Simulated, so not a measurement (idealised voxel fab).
The process module presented herein is designated voxel transistor to metal.
Each square cell in cross-section cut measures 5 nm, and the section as a whole is 270 nm wide.
Think of the cross-section as a grid of square cells. We describe it in bands, top to bottom, and each band covers one or more rows of those cells.
Band: top and bottom heights (nm) first, top before bottom; then materials from left to right, widths in nm. "throughout" marks a sole material filling the band edge to edge. "air" denotes empty space.
Where do heights start? At 0: under that level the wafer as delivered is made of one material only. And the lowest band has no floor; it just carries on downward, as in "top 0, no bottom".
When a width is written as two numbers, as in "30 to 40", the first number is the width in the top row of cells of the band and the second is the width in its bottom row, and the width changes by the same amount from each row to the next.
The cross-section has no changed cell in any step marked "all unchanged".
Any empty space of 8 cells or more lacking an open way to the top shows up in "Cavities, closed" as width x height at distance, distance from the left edge, in nm.
That trailing text on a step's line, after the settings, is the simulator's own remark on the step.
Steps that use a mask can have "overlay nm" on their line. It says how far the mask sat to the right of where it was meant to be. Negative means to the left.

PROCESS STEPS (PLANNED)
- 1: RECEIVE [material Si]
- 2: CONFORMAL_DEP [material SiO2] [thk nm 5]
- 3: CONFORMAL_DEP [material SiN] [thk nm 10]
- 4: PATTERN [tone cover] [mask id ACTIVE] [material resist] [width nm 95] [pitch nm 125] [thk nm 15] [overlay nm 0]
- 5: DIRECTIONAL_ETCH [etch materials SiN] [depth nm 10]
- 6: DIRECTIONAL_ETCH [etch materials SiO2] [depth nm 5]
- 7: DIRECTIONAL_ETCH [etch materials Si] [depth nm 20]
- 8: STRIP [etch materials resist]
- 9: FILL_DEP [material SiO2] [thk nm 15]
- 10: CMP [height nm 15]
- 11: SELECTIVE_ETCH [etch materials SiO2] [depth nm 5]
- 12: STRIP [etch materials SiN]
- 13: SELECTIVE_ETCH [etch materials SiO2] [depth nm 5]
- 14: OXIDIZE [depth nm 5]
- 15: DIRECTIONAL_DEP [material polySi] [thk nm 25]
- 16: DIRECTIONAL_DEP [material SiCN] [thk nm 15]
- 17: PATTERN [tone cover] [mask id GATE] [material resist] [width nm 25] [pitch nm 125] [thk nm 20] [overlay nm 0]
- 18: DIRECTIONAL_ETCH [etch materials SiCN] [depth nm 25]
- 19: DIRECTIONAL_ETCH [etch materials polySi] [depth nm 35]
- 20: STRIP [etch materials resist]
- 21: CONFORMAL_DEP [material SiO2] [thk nm 5]
- 22: DIRECTIONAL_ETCH [etch materials SiO2] [depth nm 5]
- 23: CONFORMAL_DEP [material SiN] [thk nm 5]
- 24: DIRECTIONAL_ETCH [etch materials SiN] [depth nm 5]
- 25: DIRECTIONAL_ETCH [etch materials SiO2] [depth nm 5]
- 26: DIRECTIONAL_ETCH [etch materials Si] [depth nm 10]
- 27: EPI [material nSi] [thk nm 10]
- 28: FILL_DEP [material SiO2] [thk nm 10]
- 29: CMP [height nm 40]
- 30: DIRECTIONAL_DEP [material SiO2] [thk nm 15]
- 31: DIRECTIONAL_DEP [material aC] [thk nm 10]
- 32: PATTERN [tone open] [mask id CONTACT] [material resist] [width nm 15] [thk nm 30] [overlay nm 0]
- 33: DIRECTIONAL_ETCH [etch materials aC] [depth nm 10]
- 34: STRIP [etch materials resist]
- 35: DIRECTIONAL_ETCH [etch materials SiO2] [depth nm 50]
- 36: STRIP [etch materials aC]
- 37: CONFORMAL_DEP [material TiN] [thk nm 5]
- 38: FILL_DEP [material W] [thk nm 10]
- 39: CMP [height nm 55]
- 40: CONFORMAL_DEP [material SiCN] [thk nm 5]
- 41: DIRECTIONAL_DEP [material SiO2] [thk nm 20]
- 42: DIRECTIONAL_DEP [material aC] [thk nm 15]
- 43: PATTERN [tone open] [mask id METAL_1] [material resist] [width nm 15] [thk nm 30] [overlay nm 0]
- 44: DIRECTIONAL_ETCH [etch materials aC] [depth nm 15]
- 45: STRIP [etch materials resist]
- 46: DIRECTIONAL_ETCH [etch materials SiO2] [depth nm 20]
- 47: DIRECTIONAL_ETCH [etch materials SiCN] [depth nm 5]
- 48: STRIP [etch materials aC]
- 49: CONFORMAL_DEP [material TiN] [thk nm 5]
- 50: FILL_DEP [material Cu] [thk nm 5]
- 51: CMP [height nm 80]
- 52: EPI [material Ru] [thk nm 5]
- 53: FILL_DEP [material SiCN] [thk nm 5]

CROSS-SECTION, INCOMING MATERIAL, AFTER STEP 1
	top 0, no bottom: Si throughout
	Cavities, closed: none

END-OF-MODULE XS, FIRST OF TWO WAFERS, RUN AS PLANNED
	top 90, bottom 85: SiCN throughout
	top 85, bottom 80: SiCN 25 | Ru 25 | SiCN 45 | Ru 25 | SiCN 30 | Ru 25 | SiCN 45 | Ru 25 | SiCN 25
	top 80, bottom 60: SiO2 30 | TiN 5 | Cu 5 | TiN 5 | SiO2 55 | TiN 5 | Cu 5 | TiN 5 | SiO2 40 | TiN 5 | Cu 5 | TiN 5 | SiO2 55 | TiN 5 | Cu 5 | TiN 5 | SiO2 30
	top 60, bottom 55: SiCN 30 | TiN 15 | SiCN 55 | TiN 15 | SiCN 40 | TiN 15 | SiCN 55 | TiN 15 | SiCN 30
	top 55, bottom 40: SiO2 30 | TiN 5 | W 5 | TiN 5 | SiO2 55 | TiN 5 | W 5 | TiN 5 | SiO2 40 | TiN 5 | W 5 | TiN 5 | SiO2 55 | TiN 5 | W 5 | TiN 5 | SiO2 30
	top 40, bottom 25: SiO2 30 | TiN 5 | W 5 | TiN 5 | SiO2 5 | SiN 5 | SiO2 5 | SiCN 25 | SiO2 5 | SiN 5 | SiO2 5 | TiN 5 | W 5 | TiN 5 | SiO2 40 | TiN 5 | W 5 | TiN 5 | SiO2 5 | SiN 5 | SiO2 5 | SiCN 25 | SiO2 5 | SiN 5 | SiO2 5 | TiN 5 | W 5 | TiN 5 | SiO2 30
	top 25, bottom 10: SiO2 30 | TiN 5 | W 5 | TiN 5 | SiO2 5 | SiN 5 | SiO2 5 | polySi 25 | SiO2 5 | SiN 5 | SiO2 5 | TiN 5 | W 5 | TiN 5 | SiO2 40 | TiN 5 | W 5 | TiN 5 | SiO2 5 | SiN 5 | SiO2 5 | polySi 25 | SiO2 5 | SiN 5 | SiO2 5 | TiN 5 | W 5 | TiN 5 | SiO2 30
	top 10, bottom 5: SiO2 30 | TiN 15 | SiO2 5 | SiN 5 | SiO2 5 | polySi 25 | SiO2 5 | SiN 5 | SiO2 5 | TiN 15 | SiO2 40 | TiN 15 | SiO2 5 | SiN 5 | SiO2 5 | polySi 25 | SiO2 5 | SiN 5 | SiO2 5 | TiN 15 | SiO2 30
	top 5, bottom 0: SiO2 25 | SiN 5 | nSi 20 | SiN 5 | SiO2 5 | polySi 25 | SiO2 5 | SiN 5 | nSi 20 | SiN 5 | SiO2 30 | SiN 5 | nSi 20 | SiN 5 | SiO2 5 | polySi 25 | SiO2 5 | SiN 5 | nSi 20 | SiN 5 | SiO2 25
	top 0, bottom -5: SiO2 30 | nSi 20 | SiO2 45 | nSi 20 | SiO2 40 | nSi 20 | SiO2 45 | nSi 20 | SiO2 30
	top -5, bottom -15: SiO2 25 | Si 5 | nSi 20 | Si 45 | nSi 20 | Si 5 | SiO2 30 | Si 5 | nSi 20 | Si 45 | nSi 20 | Si 5 | SiO2 25
	top -15, bottom -20: SiO2 25 | Si 95 | SiO2 30 | Si 95 | SiO2 25
	top -20, no bottom: Si throughout
	Cavities, closed: none

HERE'S THE SECOND OF OUR TWO WAFERS SECTIONED AT MODULE END. SAME START AS THE FIRST, SAME PLAN, BUT ONE MISTAKE GOT MADE RUNNING IT
	top 90, bottom 85: SiCN throughout
	top 85, bottom 80: SiCN 25 | Ru 25 | SiCN 45 | Ru 25 | SiCN 30 | Ru 25 | SiCN 45 | Ru 25 | SiCN 25
	top 80, bottom 60: SiO2 30 | TiN 5 | Cu 5 | TiN 5 | SiO2 55 | TiN 5 | Cu 5 | TiN 5 | SiO2 40 | TiN 5 | Cu 5 | TiN 5 | SiO2 55 | TiN 5 | Cu 5 | TiN 5 | SiO2 30
	top 60, bottom 55: SiCN 30 | TiN 15 | SiCN 55 | TiN 15 | SiCN 40 | TiN 15 | SiCN 55 | TiN 15 | SiCN 30
	top 55, bottom 40: SiO2 30 | TiN 5 | SiCN 5 | TiN 5 | SiO2 55 | TiN 5 | SiCN 5 | TiN 5 | SiO2 40 | TiN 5 | SiCN 5 | TiN 5 | SiO2 55 | TiN 5 | SiCN 5 | TiN 5 | SiO2 30
	top 40, bottom 25: SiO2 30 | TiN 5 | SiCN 5 | TiN 5 | SiO2 5 | SiN 5 | SiO2 5 | SiCN 25 | SiO2 5 | SiN 5 | SiO2 5 | TiN 5 | SiCN 5 | TiN 5 | SiO2 40 | TiN 5 | SiCN 5 | TiN 5 | SiO2 5 | SiN 5 | SiO2 5 | SiCN 25 | SiO2 5 | SiN 5 | SiO2 5 | TiN 5 | SiCN 5 | TiN 5 | SiO2 30
	top 25, bottom 10: SiO2 30 | TiN 5 | SiCN 5 | TiN 5 | SiO2 5 | SiN 5 | SiO2 5 | polySi 25 | SiO2 5 | SiN 5 | SiO2 5 | TiN 5 | SiCN 5 | TiN 5 | SiO2 40 | TiN 5 | SiCN 5 | TiN 5 | SiO2 5 | SiN 5 | SiO2 5 | polySi 25 | SiO2 5 | SiN 5 | SiO2 5 | TiN 5 | SiCN 5 | TiN 5 | SiO2 30
	top 10, bottom 5: SiO2 30 | TiN 15 | SiO2 5 | SiN 5 | SiO2 5 | polySi 25 | SiO2 5 | SiN 5 | SiO2 5 | TiN 15 | SiO2 40 | TiN 15 | SiO2 5 | SiN 5 | SiO2 5 | polySi 25 | SiO2 5 | SiN 5 | SiO2 5 | TiN 15 | SiO2 30
	top 5, bottom 0: SiO2 25 | SiN 5 | nSi 20 | SiN 5 | SiO2 5 | polySi 25 | SiO2 5 | SiN 5 | nSi 20 | SiN 5 | SiO2 30 | SiN 5 | nSi 20 | SiN 5 | SiO2 5 | polySi 25 | SiO2 5 | SiN 5 | nSi 20 | SiN 5 | SiO2 25
	top 0, bottom -5: SiO2 30 | nSi 20 | SiO2 45 | nSi 20 | SiO2 40 | nSi 20 | SiO2 45 | nSi 20 | SiO2 30
	top -5, bottom -15: SiO2 25 | Si 5 | nSi 20 | Si 45 | nSi 20 | Si 5 | SiO2 30 | Si 5 | nSi 20 | Si 45 | nSi 20 | Si 5 | SiO2 25
	top -15, bottom -20: SiO2 25 | Si 95 | SiO2 30 | Si 95 | SiO2 25
	top -20, no bottom: Si throughout
	Cavities, closed: none
What was the processing mistake? for step 38, the planned setting was not used; the step was instead run as FILL_DEP [material SiCN] [thk nm 10]
Wafer comparison, final, in cells, second relative to first, materials more or fewer: SiCN +36, W -36
